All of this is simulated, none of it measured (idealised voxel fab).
Documented hereafter: the process module known as voxel self aligned contacts.
Pictured: cross-section cut, 250 nm wide, on a grid of 5 nm square cells.
Just so we're on the same page, the cross-sections are grids of square cells, and they're listed out in bands top to bottom, each band one or more rows deep.
Top height, bottom height, nm. Materials left to right, width each, nm. Single material + "throughout" = fills band edge to edge. "air" = empty.
Height reference: 0 = level under which incoming wafer is all one material. Lowest band: no bottom, runs on downward, e.g. "top 0, no bottom".
A two-number width, for instance "30..40", indicates that the width is equal to the first number in the top row of the band and to the second number in the bottom row, and that it changes by a constant amount per row of cells.
What does "no change" mean for a step? It means no cell of the cross-section changed in that step.
Enclosed voids (no open way to top), threshold 8 cells or more, entry "Catalogued sealed voids", notation width x height at distance, distance from left edge, nm.
Where a step's line continues beyond its settings, the continuation is a remark by the simulator itself on that step.
"overlay nm" answers the question of how far to the right of plan the mask lay on a step that has a mask, and when it is negative the answer is to the left.
Quick note on how to read the rest: it's all pairs. You get the cross-section before a process step and the one after, but the after one only goes down as far as the lowest band that changed. The step in between, with its settings, sits under the pair. Heads up, the pairs can come from different runs of this module on the same starting wafer, so don't assume a pair picks up from the one above unless its "Pre-process cross-section" entry says it does.

Pre-process cross-section:
> top 70, bottom 50 | 95 resist / 55 air / 100 resist
> top 50, bottom 45 | 95 SiO2 / 55 air / 100 SiO2
> top 45, bottom 25 | 65 SiO2 / 45 SiN / 25 air / 45 SiN / 70 SiO2
> top 25, bottom 0 | 65 SiO2 / 10 SiN / 25 polySi / 10 SiN / 25 air / 10 SiN / 25 polySi / 10 SiN / 70 SiO2
> top 0, bottom -5 | 110 SiO2 / 25 air / 115 SiO2
> top -5, bottom -15 | SiO2 throughout
> top -15, no bottom | Si throughout
> Catalogued sealed voids: none

Post-Process Section:
> top 50, bottom 45 | 95 SiO2 / 55 air / 100 SiO2
> At heights below 45, the structure remains unaltered.
> Catalogued sealed voids: none
The two cross-sections above bracket this step: op STRIP | etch materials resist

Pre-process cross-section: this step begins from the cross-section that the pair just above shows after its step.

Post-Process Section:
> top 55, bottom 50 | 100 TiN / 45 air / 105 TiN
> top 50, bottom 45 | 95 SiO2 / 20 TiN / 15 air / 20 TiN / 100 SiO2
> top 45, bottom 25 | 65 SiO2 / 45 SiN / 5 TiN / 15 air / 5 TiN / 45 SiN / 70 SiO2
> top 25, bottom 0 | 65 SiO2 / 10 SiN / 25 polySi / 10 SiN / 5 TiN / 15 air / 5 TiN / 10 SiN / 25 polySi / 10 SiN / 70 SiO2
> top 0, bottom -5 | 110 SiO2 / 25 TiN / 115 SiO2
> At heights below -5, the structure remains unaltered.
> Catalogued sealed voids: none
The two cross-sections above bracket this step: op CONFORMAL_DEP | material TiN | thk nm 5

Pre-process cross-section: this step begins from the cross-section that the pair just above shows after its step.

Post-Process Section:
> top 65, bottom 55 | Ru throughout
> top 55, bottom 50 | 100 TiN / 45 Ru / 105 TiN
> top 50, bottom 45 | 95 SiO2 / 20 TiN / 15 Ru / 20 TiN / 100 SiO2
> top 45, bottom 25 | 65 SiO2 / 45 SiN / 5 TiN / 15 Ru / 5 TiN / 45 SiN / 70 SiO2
> top 25, bottom 0 | 65 SiO2 / 10 SiN / 25 polySi / 10 SiN / 5 TiN / 15 Ru / 5 TiN / 10 SiN / 25 polySi / 10 SiN / 70 SiO2
> At heights below 0, the structure remains unaltered.
> Catalogued sealed voids: none
The two cross-sections above bracket this step: op FILL_DEP | material Ru | thk nm 10

Pre-process cross-section: this step begins from the cross-section that the pair just above shows after its step.

Post-Process Section:
> top 50, bottom 45 | 95 SiO2 / 20 TiN / 15 Ru / 20 TiN / 100 SiO2
> At heights below 45, the structure remains unaltered.
> Catalogued sealed voids: none
The two cross-sections above bracket this step: op CMP | height nm 50

Pre-process cross-section: this step begins from the cross-section that the pair just above shows after its step.

Post-Process Section:
> top 55, bottom 50 | SiN throughout
> At heights below 50, the structure remains unaltered.
> Catalogued sealed voids: none
The two cross-sections above bracket this step: op CONFORMAL_DEP | material SiN | thk nm 5

Pre-process cross-section:
> top 50, bottom 45 | SiO2 throughout
> top 45, bottom 25 | 65 SiO2 / 45 SiN / 25 SiO2 / 45 SiN / 70 SiO2
> top 25, bottom 0 | 65 SiO2 / 10 SiN / 25 polySi / 10 SiN / 25 SiO2 / 10 SiN / 25 polySi / 10 SiN / 70 SiO2
> top 0, bottom -5 | SiO2 throughout
> top -5, no bottom | Si throughout
> Catalogued sealed voids: none

Post-Process Section:
> top 70, bottom 50 | 100 resist / 45 air / 105 resist
> At heights below 50, the structure remains unaltered.
> Catalogued sealed voids: none
The two cross-sections above bracket this step: op PATTERN | tone open | mask id CONTACT | material resist | width nm 45 | thk nm 20 | overlay nm 0

Pre-process cross-section: this step begins from the cross-section that the pair just above shows after its step.

Post-Process Section:
> top 70, bottom 50 | 100 resist / 45 air / 105 resist
> top 50, bottom 45 | 100 SiO2 / 45 air / 105 SiO2
> top 45, bottom 25 | 65 SiO2 / 45 SiN / 25 air / 45 SiN / 70 SiO2
> top 25, bottom 0 | 65 SiO2 / 10 SiN / 25 polySi / 10 SiN / 25 air / 10 SiN / 25 polySi / 10 SiN / 70 SiO2
> top 0, bottom -5 | 110 SiO2 / 25 air / 115 SiO2
> At heights below -5, the structure remains unaltered.
> Catalogued sealed voids: none
The two cross-sections above bracket this step: op DIRECTIONAL_ETCH | etch materials SiO2 | depth nm 55

Pre-process cross-section: this step begins from the cross-section that the pair just above shows after its step.

Post-Process Section:
> top 50, bottom 45 | 100 SiO2 / 45 air / 105 SiO2
> At heights below 45, the structure remains unaltered.
> Catalogued sealed voids: none
The two cross-sections above bracket this step: op STRIP | etch materials resist

Pre-process cross-section: this step begins from the cross-section that the pair just above shows after its step.

Post-Process Section:
> top 55, bottom 50 | 105 TiN / 35 air / 110 TiN
> top 50, bottom 45 | 100 SiO2 / 15 TiN / 15 air / 15 TiN / 105 SiO2
> top 45, bottom 25 | 65 SiO2 / 45 SiN / 5 TiN / 15 air / 5 TiN / 45 SiN / 70 SiO2
> top 25, bottom 0 | 65 SiO2 / 10 SiN / 25 polySi / 10 SiN / 5 TiN / 15 air / 5 TiN / 10 SiN / 25 polySi / 10 SiN / 70 SiO2
> top 0, bottom -5 | 110 SiO2 / 25 TiN / 115 SiO2
> At heights below -5, the structure remains unaltered.
> Catalogued sealed voids: none
The two cross-sections above bracket this step: op CONFORMAL_DEP | material TiN | thk nm 5

Pre-process cross-section: this step begins from the cross-section that the pair just above shows after its step.

Post-Process Section:
> top 65, bottom 55 | Ru throughout
> top 55, bottom 50 | 105 TiN / 35 Ru / 110 TiN
> top 50, bottom 45 | 100 SiO2 / 15 TiN / 15 Ru / 15 TiN / 105 SiO2
> top 45, bottom 25 | 65 SiO2 / 45 SiN / 5 TiN / 15 Ru / 5 TiN / 45 SiN / 70 SiO2
> top 25, bottom 0 | 65 SiO2 / 10 SiN / 25 polySi / 10 SiN / 5 TiN / 15 Ru / 5 TiN / 10 SiN / 25 polySi / 10 SiN / 70 SiO2
> At heights below 0, the structure remains unaltered.
> Catalogued sealed voids: none
The two cross-sections above bracket this step: op FILL_DEP | material Ru | thk nm 10

Pre-process cross-section: this step begins from the cross-section that the pair just above shows after its step.

Post-Process Section:
> top 50, bottom 45 | 100 SiO2 / 15 TiN / 15 Ru / 15 TiN / 105 SiO2
> At heights below 45, the structure remains unaltered.
> Catalogued sealed voids: none
The two cross-sections above bracket this step: op CMP | height nm 50

Pre-process cross-section: this step begins from the cross-section that the pair just above shows after its step.

Post-Process Section:
> top 55, bottom 50 | SiN throughout
> At heights below 50, the structure remains unaltered.
> Catalogued sealed voids: none
The two cross-sections above bracket this step: op CONFORMAL_DEP | material SiN | thk nm 5

Pre-process cross-section:
> top 50, bottom 45 | SiO2 throughout
> top 45, bottom 25 | 65 SiO2 / 45 SiN / 25 SiO2 / 45 SiN / 70 SiO2
> top 25, bottom 0 | 65 SiO2 / 10 SiN / 25 polySi / 10 SiN / 25 SiO2 / 10 SiN / 25 polySi / 10 SiN / 70 SiO2
> top 0, bottom -5 | SiO2 throughout
> top -5, no bottom | Si throughout
> Catalogued sealed voids: none

Post-Process Section:
> top 70, bottom 50 | 85 resist / 55 air / 110 resist
> At heights below 50, the structure remains unaltered.
> Catalogued sealed voids: none
The two cross-sections above bracket this step: op PATTERN | tone open | mask id CONTACT | material resist | width nm 55 | thk nm 20 | overlay nm -10

Pre-process cross-section: this step begins from the cross-section that the pair just above shows after its step.

Post-Process Section:
> top 70, bottom 50 | 85 resist / 55 air / 110 resist
> top 50, bottom 45 | 85 SiO2 / 55 air / 110 SiO2
> top 45, bottom 25 | 65 SiO2 / 45 SiN / 25 air / 45 SiN / 70 SiO2
> top 25, bottom 0 | 65 SiO2 / 10 SiN / 25 polySi / 10 SiN / 25 air / 10 SiN / 25 polySi / 10 SiN / 70 SiO2
> top 0, bottom -5 | 110 SiO2 / 25 air / 115 SiO2
> At heights below -5, the structure remains unaltered.
> Catalogued sealed voids: none
The two cross-sections above bracket this step: op DIRECTIONAL_ETCH | etch materials SiO2 | depth nm 55

Pre-process cross-section: this step begins from the cross-section that the pair just above shows after its step.

Post-Process Section:
> top 50, bottom 45 | 85 SiO2 / 55 air / 110 SiO2
> At heights below 45, the structure remains unaltered.
> Catalogued sealed voids: none
The two cross-sections above bracket this step: op STRIP | etch materials resist

Pre-process cross-section: this step begins from the cross-section that the pair just above shows after its step.

Post-Process Section:
> top 55, bottom 50 | 90 TiN / 45 air / 115 TiN
> top 50, bottom 45 | 85 SiO2 / 30 TiN / 15 air / 10 TiN / 110 SiO2
> top 45, bottom 25 | 65 SiO2 / 45 SiN / 5 TiN / 15 air / 5 TiN / 45 SiN / 70 SiO2
> top 25, bottom 0 | 65 SiO2 / 10 SiN / 25 polySi / 10 SiN / 5 TiN / 15 air / 5 TiN / 10 SiN / 25 polySi / 10 SiN / 70 SiO2
> top 0, bottom -5 | 110 SiO2 / 25 TiN / 115 SiO2
> At heights below -5, the structure remains unaltered.
> Catalogued sealed voids: none
The two cross-sections above bracket this step: op CONFORMAL_DEP | material TiN | thk nm 5

Pre-process cross-section: this step begins from the cross-section that the pair just above shows after its step.

Post-Process Section:
> top 65, bottom 55 | Ru throughout
> top 55, bottom 50 | 90 TiN / 45 Ru / 115 TiN
> top 50, bottom 45 | 85 SiO2 / 30 TiN / 15 Ru / 10 TiN / 110 SiO2
> top 45, bottom 25 | 65 SiO2 / 45 SiN / 5 TiN / 15 Ru / 5 TiN / 45 SiN / 70 SiO2
> top 25, bottom 0 | 65 SiO2 / 10 SiN / 25 polySi / 10 SiN / 5 TiN / 15 Ru / 5 TiN / 10 SiN / 25 polySi / 10 SiN / 70 SiO2
> At heights below 0, the structure remains unaltered.
> Catalogued sealed voids: none
The two cross-sections above bracket this step: op FILL_DEP | material Ru | thk nm 10

Pre-process cross-section: this step begins from the cross-section that the pair just above shows after its step.

Post-Process Section:
> top 50, bottom 45 | 85 SiO2 / 30 TiN / 15 Ru / 10 TiN / 110 SiO2
> At heights below 45, the structure remains unaltered.
> Catalogued sealed voids: none
The two cross-sections above bracket this step: op CMP | height nm 50

Pre-process cross-section: this step begins from the cross-section that the pair just above shows after its step.

Post-Process Section:
> top 55, bottom 50 | SiN throughout
> At heights below 50, the structure remains unaltered.
> Catalogued sealed voids: none
The two cross-sections above bracket this step: op CONFORMAL_DEP | material SiN | thk nm 5

Pre-process cross-section:
> top 0, bottom -5 | SiO2 throughout
> top -5, no bottom | Si throughout
> Catalogued sealed voids: none

Post-Process Section:
> top 25, bottom 0 | SiN throughout
> At heights below 0, the structure remains unaltered.
> Catalogued sealed voids: none
The two cross-sections above bracket this step: op DIRECTIONAL_DEP | material SiN | thk nm 25

Pre-process cross-section: this step begins from the cross-section that the pair just above shows after its step.

Post-Process Section:
> top 45, bottom 0 | SiN throughout
> At heights below 0, the structure remains unaltered.
> Catalogued sealed voids: none
The two cross-sections above bracket this step: op DIRECTIONAL_DEP | material SiN | thk nm 20

Pre-process cross-section: this step begins from the cross-section that the pair just above shows after its step.

Post-Process Section:
> top 45, bottom 25 | 75 air / 25 SiN / 45 air / 25 SiN / 80 air
> At heights below 25, the structure remains unaltered.
> Catalogued sealed voids: none
The two cross-sections above bracket this step: op MASKED_ETCH | tone cover | mask id GATE | width nm 25 | pitch nm 70 | etch materials SiN | depth nm 20 | overlay nm 0

Pre-process cross-section: this step begins from the cross-section that the pair just above shows after its step.

Post-Process Section:
> top 55, bottom 35 | 65 air / 45 SiN / 25 air / 45 SiN / 70 air
> top 35, bottom 0 | SiN throughout
> At heights below 0, the structure remains unaltered.
> Catalogued sealed voids: none
The two cross-sections above bracket this step: op CONFORMAL_DEP | material SiN | thk nm 10

Pre-process cross-section: this step begins from the cross-section that the pair just above shows after its step.

Post-Process Section:
> top 45, bottom 25 | 65 air / 45 SiN / 25 air / 45 SiN / 70 air
> At heights below 25, the structure remains unaltered.
> Catalogued sealed voids: none
The two cross-sections above bracket this step: op DIRECTIONAL_ETCH | etch materials SiN | depth nm 10

Pre-process cross-section: this step begins from the cross-section that the pair just above shows after its step.

Post-Process Section:
> top 60, bottom 45 | SiO2 throughout
> top 45, bottom 25 | 65 SiO2 / 45 SiN / 25 SiO2 / 45 SiN / 70 SiO2
> At heights below 25, the structure remains unaltered.
> Catalogued sealed voids: none
The two cross-sections above bracket this step: op FILL_DEP | material SiO2 | thk nm 15

Pre-process cross-section: this step begins from the cross-section that the pair just above shows after its step.

Post-Process Section:
> top 50, bottom 45 | SiO2 throughout
> At heights below 45, the structure remains unaltered.
> Catalogued sealed voids: none
The two cross-sections above bracket this step: op CMP | height nm 50

Pre-process cross-section: this step begins from the cross-section that the pair just above shows after its step.

Post-Process Section:
> top 70, bottom 50 | 95 resist / 55 air / 100 resist
> At heights below 50, the structure remains unaltered.
> Catalogued sealed voids: none
The two cross-sections above bracket this step: op PATTERN | tone open | mask id CONTACT | material resist | width nm 55 | thk nm 20 | overlay nm 0

Pre-process cross-section: this step begins from the cross-section that the pair just above shows after its step.

Post-Process Section:
> top 70, bottom 50 | 95 resist / 55 air / 100 resist
> top 50, bottom 45 | 95 SiO2 / 55 air / 100 SiO2
> top 45, bottom 25 | 65 SiO2 / 45 SiN / 25 air / 45 SiN / 70 SiO2
> At heights below 25, the structure remains unaltered.
> Catalogued sealed voids: none
The two cross-sections above bracket this step: op DIRECTIONAL_ETCH | etch materials SiO2 | depth nm 55

Pre-process cross-section: this step begins from the cross-section that the pair just above shows after its step.

Post-Process Section:
> top 50, bottom 45 | 95 SiO2 / 55 air / 100 SiO2
> At heights below 45, the structure remains unaltered.
> Catalogued sealed voids: none
The two cross-sections above bracket this step: op STRIP | etch materials resist

Pre-process cross-section: this step begins from the cross-section that the pair just above shows after its step.

Post-Process Section:
> top 55, bottom 50 | 100 TiN / 45 air / 105 TiN
> top 50, bottom 45 | 95 SiO2 / 20 TiN / 15 air / 20 TiN / 100 SiO2
> top 45, bottom 30 | 65 SiO2 / 45 SiN / 5 TiN / 15 air / 5 TiN / 45 SiN / 70 SiO2
> top 30, bottom 25 | 65 SiO2 / 45 SiN / 25 TiN / 45 SiN / 70 SiO2
> At heights below 25, the structure remains unaltered.
> Catalogued sealed voids: none
The two cross-sections above bracket this step: op CONFORMAL_DEP | material TiN | thk nm 5

Pre-process cross-section: this step begins from the cross-section that the pair just above shows after its step.

Post-Process Section:
> top 65, bottom 55 | Ru throughout
> top 55, bottom 50 | 100 TiN / 45 Ru / 105 TiN
> top 50, bottom 45 | 95 SiO2 / 20 TiN / 15 Ru / 20 TiN / 100 SiO2
> top 45, bottom 30 | 65 SiO2 / 45 SiN / 5 TiN / 15 Ru / 5 TiN / 45 SiN / 70 SiO2
> At heights below 30, the structure remains unaltered.
> Catalogued sealed voids: none
The two cross-sections above bracket this step: op FILL_DEP | material Ru | thk nm 10

Pre-process cross-section: this step begins from the cross-section that the pair just above shows after its step.

Post-Process Section:
> top 50, bottom 45 | 95 SiO2 / 20 TiN / 15 Ru / 20 TiN / 100 SiO2
> At heights below 45, the structure remains unaltered.
> Catalogued sealed voids: none
The two cross-sections above bracket this step: op CMP | height nm 50

Pre-process cross-section: this step begins from the cross-section that the pair just above shows after its step.

Post-Process Section:
> top 55, bottom 50 | SiN throughout
> At heights below 50, the structure remains unaltered.
> Catalogued sealed voids: none
The two cross-sections above bracket this step: op CONFORMAL_DEP | material SiN | thk nm 5

Pre-process cross-section:
> top 50, bottom 45 | SiO2 throughout
> top 45, bottom 25 | 65 SiO2 / 45 SiN / 25 SiO2 / 45 SiN / 70 SiO2
> top 25, bottom 0 | 65 SiO2 / 10 SiN / 25 polySi / 10 SiN / 25 SiO2 / 10 SiN / 25 polySi / 10 SiN / 70 SiO2
> top 0, bottom -5 | SiO2 throughout
> top -5, no bottom | Si throughout
> Catalogued sealed voids: none

Post-Process Section:
> top 70, bottom 50 | 95 air / 55 resist / 100 air
> At heights below 50, the structure remains unaltered.
> Catalogued sealed voids: none
The two cross-sections above bracket this step: op PATTERN | tone cover | mask id CONTACT | material resist | width nm 55 | thk nm 20 | overlay nm 0

Pre-process cross-section: this step begins from the cross-section that the pair just above shows after its step.

Post-Process Section:
> top 70, bottom 50 | 95 air / 55 resist / 100 air
> top 50, bottom 45 | 95 air / 55 SiO2 / 100 air
> top 45, bottom 25 | 65 air / 45 SiN / 25 SiO2 / 45 SiN / 70 air
> top 25, bottom 0 | 65 air / 10 SiN / 25 polySi / 10 SiN / 25 SiO2 / 10 SiN / 25 polySi / 10 SiN / 70 air
> top 0, bottom -5 | 65 air / 115 SiO2 / 70 air
> At heights below -5, the structure remains unaltered.
> Catalogued sealed voids: none
The two cross-sections above bracket this step: op DIRECTIONAL_ETCH | etch materials SiO2 | depth nm 55

Pre-process cross-section: this step begins from the cross-section that the pair just above shows after its step.

Post-Process Section:
> top 50, bottom 45 | 95 air / 55 SiO2 / 100 air
> At heights below 45, the structure remains unaltered.
> Catalogued sealed voids: none
The two cross-sections above bracket this step: op STRIP | etch materials resist

Pre-process cross-section: this step begins from the cross-section that the pair just above shows after its step.

Post-Process Section:
> top 55, bottom 50 | 90 air / 65 TiN / 95 air
> top 50, bottom 45 | 60 air / 35 TiN / 55 SiO2 / 35 TiN / 65 air
> top 45, bottom 25 | 60 air / 5 TiN / 45 SiN / 25 SiO2 / 45 SiN / 5 TiN / 65 air
> top 25, bottom 0 | 60 air / 5 TiN / 10 SiN / 25 polySi / 10 SiN / 25 SiO2 / 10 SiN / 25 polySi / 10 SiN / 5 TiN / 65 air
> top 0, bottom -5 | 65 TiN / 115 SiO2 / 70 TiN
> At heights below -5, the structure remains unaltered.
> Catalogued sealed voids: none
The two cross-sections above bracket this step: op CONFORMAL_DEP | material TiN | thk nm 5

Pre-process cross-section: this step begins from the cross-section that the pair just above shows after its step.

Post-Process Section:
> top 65, bottom 55 | Ru throughout
> top 55, bottom 50 | 90 Ru / 65 TiN / 95 Ru
> top 50, bottom 45 | 60 Ru / 35 TiN / 55 SiO2 / 35 TiN / 65 Ru
> top 45, bottom 25 | 60 Ru / 5 TiN / 45 SiN / 25 SiO2 / 45 SiN / 5 TiN / 65 Ru
> top 25, bottom 0 | 60 Ru / 5 TiN / 10 SiN / 25 polySi / 10 SiN / 25 SiO2 / 10 SiN / 25 polySi / 10 SiN / 5 TiN / 65 Ru
> At heights below 0, the structure remains unaltered.
> Catalogued sealed voids: none
The two cross-sections above bracket this step: op FILL_DEP | material Ru | thk nm 10

Pre-process cross-section: this step begins from the cross-section that the pair just above shows after its step.

Post-Process Section:
> top 50, bottom 45 | 60 Ru / 35 TiN / 55 SiO2 / 35 TiN / 65 Ru
> At heights below 45, the structure remains unaltered.
> Catalogued sealed voids: none
The two cross-sections above bracket this step: op CMP | height nm 50

Pre-process cross-section: this step begins from the cross-section that the pair just above shows after its step.

Post-Process Section:
> top 55, bottom 50 | SiN throughout
> At heights below 50, the structure remains unaltered.
> Catalogued sealed voids: none
The two cross-sections above bracket this step: op CONFORMAL_DEP | material SiN | thk nm 5
